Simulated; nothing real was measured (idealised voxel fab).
The process module that follows is named voxel self aligned vias.
This is section cut - it's 260 nm across, gridded in 5 nm square cells.
Each cross-section below is a grid of square cells, stated as bands in top-down order, with one or more rows of cells making up each band.
Band entry format. Leading values: height of top, height of bottom, nm. Remainder: materials in left-to-right order, each with its width in nm. Special words: "edge to edge" on a single material, which then fills the band edge to edge; "air", empty space.
Counting heights begins at 0, where everything beneath is, in the wafer as received, one material. The lowest band has no bottom; it goes on downwards, as "top 0, no bottom" shows.
Read "30..40" as a graded width: first number on top, second number at the bottom, same change between each pair of neighbouring rows.
Key: "nothing altered" - step with no changed cell in the cross-section.
Closed empty spaces (no open way to the top) of 8 cells or more are what "Fully sealed cavities" lists, each as width x height at distance from the left edge, nm for all three.
Where a step's line continues beyond its settings, the continuation is a remark by the simulator itself on that step.
overlay nm: on a step with a mask, how far right of its planned place the mask lay; negative means left.
So the way this works: pairs, before and after one process step. The after picture only goes down to the lowest band that actually changed, nothing below. Step and its settings are under each pair. And watch out, pairs might come from different runs of this module, same starting wafer though, so a pair only follows on from the one above if its "Before this step" entry tells you so.
## Before this step
  top 45, bottom 35: SiN: 80, then lowk: 30, then SiN: 35, then lowk: 30, then SiN: 85
  top 35, bottom 25: W: 75, then TiN: 5, then lowk: 30, then TiN: 5, then W: 25, then TiN: 5, then lowk: 30, then TiN: 5, then W: 80
  top 25, bottom 20: TiN: 80, then lowk: 30, then TiN: 35, then lowk: 30, then TiN: 85
  top 20, bottom 15: SiCN edge to edge
  top 15, bottom 0: SiO2 edge to edge
  top 0, no bottom: Si edge to edge
  Fully sealed cavities: none
## Post-Step Snapshot
  top 60, bottom 45: lowk edge to edge
  below 45: unchanged
  Fully sealed cavities: none
What is the step between the two cross-sections above? DIRECTIONAL_DEP (material lowk; thk nm 15)
Before this step: This step starts from the configuration shown after the step in the pair immediately above.
## Post-Step Snapshot
  top 75, bottom 60: resist: 70, then air: 50, then resist: 15, then air: 50, then resist: 75
  below 60: unchanged
  Fully sealed cavities: none
What is the step between the two cross-sections above? PATTERN (tone open; mask id VIAS; material resist; width nm 50; pitch nm 65; thk nm 15; overlay nm 0)
Before this step: This step starts from the configuration shown after the step in the pair immediately above.
## Post-Step Snapshot
  top 75, bottom 60: resist: 70, then air: 50, then resist: 15, then air: 50, then resist: 75
  top 60, bottom 45: lowk: 70, then air: 50, then lowk: 15, then air: 50, then lowk: 75
  below 45: unchanged
  Fully sealed cavities: none
What is the step between the two cross-sections above? DIRECTIONAL_ETCH (etch materials lowk; depth nm 15)
Before this step: This step starts from the configuration shown after the step in the pair immediately above.
## Post-Step Snapshot
  top 75, bottom 60: resist: 70, then air: 50, then resist: 15, then air: 50, then resist: 75
  top 60, bottom 45: lowk: 70, then air: 50, then lowk: 15, then air: 50, then lowk: 75
  top 45, bottom 35: SiN: 70, then air: 10, then lowk: 30, then air: 10, then SiN: 15, then air: 10, then lowk: 30, then air: 10, then SiN: 75
  below 35: unchanged
  Fully sealed cavities: none
What is the step between the two cross-sections above? DIRECTIONAL_ETCH (etch materials SiN; depth nm 10)
Before this step: This step starts from the configuration shown after the step in the pair immediately above.
## Post-Step Snapshot
  top 60, bottom 45: lowk: 70, then air: 50, then lowk: 15, then air: 50, then lowk: 75
  below 45: unchanged
  Fully sealed cavities: none
What is the step between the two cross-sections above? STRIP (etch materials resist)
Before this step: This step starts from the configuration shown after the step in the pair immediately above.
## Post-Step Snapshot
  top 65, bottom 60: TiN: 75, then air: 40, then TiN: 25, then air: 40, then TiN: 80
  top 60, bottom 50: lowk: 70, then TiN: 5, then air: 40, then TiN: 5, then lowk: 15, then TiN: 5, then air: 40, then TiN: 5, then lowk: 75
  top 50, bottom 45: lowk: 70, then TiN: 50, then lowk: 15, then TiN: 50, then lowk: 75
  top 45, bottom 35: SiN: 70, then TiN: 10, then lowk: 30, then TiN: 10, then SiN: 15, then TiN: 10, then lowk: 30, then TiN: 10, then SiN: 75
  below 35: unchanged
  Fully sealed cavities: none
What is the step between the two cross-sections above? CONFORMAL_DEP (material TiN; thk nm 5)
Before this step: This step starts from the configuration shown after the step in the pair immediately above.
## Post-Step Snapshot
  top 75, bottom 65: Ru edge to edge
  top 65, bottom 60: TiN: 75, then Ru: 40, then TiN: 25, then Ru: 40, then TiN: 80
  top 60, bottom 50: lowk: 70, then TiN: 5, then Ru: 40, then TiN: 5, then lowk: 15, then TiN: 5, then Ru: 40, then TiN: 5, then lowk: 75
  below 50: unchanged
  Fully sealed cavities: none
What is the step between the two cross-sections above? FILL_DEP (material Ru; thk nm 10)
Before this step: This step starts from the configuration shown after the step in the pair immediately above.
## Post-Step Snapshot
  top 60, bottom 50: lowk: 70, then TiN: 5, then Ru: 40, then TiN: 5, then lowk: 15, then TiN: 5, then Ru: 40, then TiN: 5, then lowk: 75
  below 50: unchanged
  Fully sealed cavities: none
What is the step between the two cross-sections above? CMP (height nm 60)
Before this step: This step starts from the configuration shown after the step in the pair immediately above.
## Post-Step Snapshot
  top 65, bottom 60: SiCN edge to edge
  below 60: unchanged
  Fully sealed cavities: none
What is the step between the two cross-sections above? CONFORMAL_DEP (material SiCN; thk nm 5)
